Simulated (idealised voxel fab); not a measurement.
process module | voxel fin reveal
cross-section cut | 180 nm wide | cells 5 nm
A cross-section is a grid of square cells, given in bands from the top down. A band is one or more rows of cells.
Each band's line starts with the height of the band's top and of its bottom, in nm. Then come its materials from left to right, each with its width in nm. One material with "throughout" fills the band from edge to edge. "air" is empty space.
Height 0 is the level under which the wafer as received is all one material. The lowest band goes on downwards, as in "0 down".
A width such as "30 to 40" changes by the same amount from each row of cells to the next, from the band's top row to its bottom row.
"no change" after a step means that no cell of the cross-section changed.
closed voids: empty space of 8 cells or more with no open way to the top, each as width x height at its distance from the left edge, in nm
after a step's settings: what the simulator itself notes on the step
overlay nm, on a step with a mask: how far to the right of its planned place the mask lay; to the left if negative
plan
1 op RECEIVE | material Si
2 op CONFORMAL_DEP | material SiN | thk nm 10
3 op MASKED_ETCH | tone cover | mask id FINS | width nm 15 | pitch nm 35 | etch materials SiN | depth nm 10 | overlay nm 0
4 op MASKED_ETCH | tone cover | mask id FINS | width nm 15 | pitch nm 35 | etch materials Si | depth nm 40 | overlay nm 0
5 op OXIDIZE | depth nm 5
6 op FILL_DEP | material SiO2 | thk nm 15
7 op CMP | height nm 10
8 op SELECTIVE_ETCH | etch materials SiO2 | depth nm 35
9 op STRIP | etch materials SiN
as received, after step 1
  0 down: Si throughout
  closed voids: none
first wafer at the end, as planned
  0 to -25: air 70 | Si 5 | air 30 | Si 5 | air 70
  -25 to -45: SiO2 70 | Si 5 | SiO2 30 | Si 5 | SiO2 70
  -45 down: Si throughout
  closed voids: none
second wafer at the end: like start, like plan, one mistake
  0 to -25: air 70 | Si 10 | air 25 | Si 10 | air 65
  -25 to -45: SiO2 70 | Si 10 | SiO2 25 | Si 10 | SiO2 65
  -45 down: Si throughout
  closed voids: none
what went wrong: step 3 ran as: op MASKED_ETCH | tone cover | mask id FINS | width nm 20 | pitch nm 35 | etch materials SiN | depth nm 10 | overlay nm 0
at the end the second wafer has, in cells: 18 more of Si | 8 fewer of SiO2
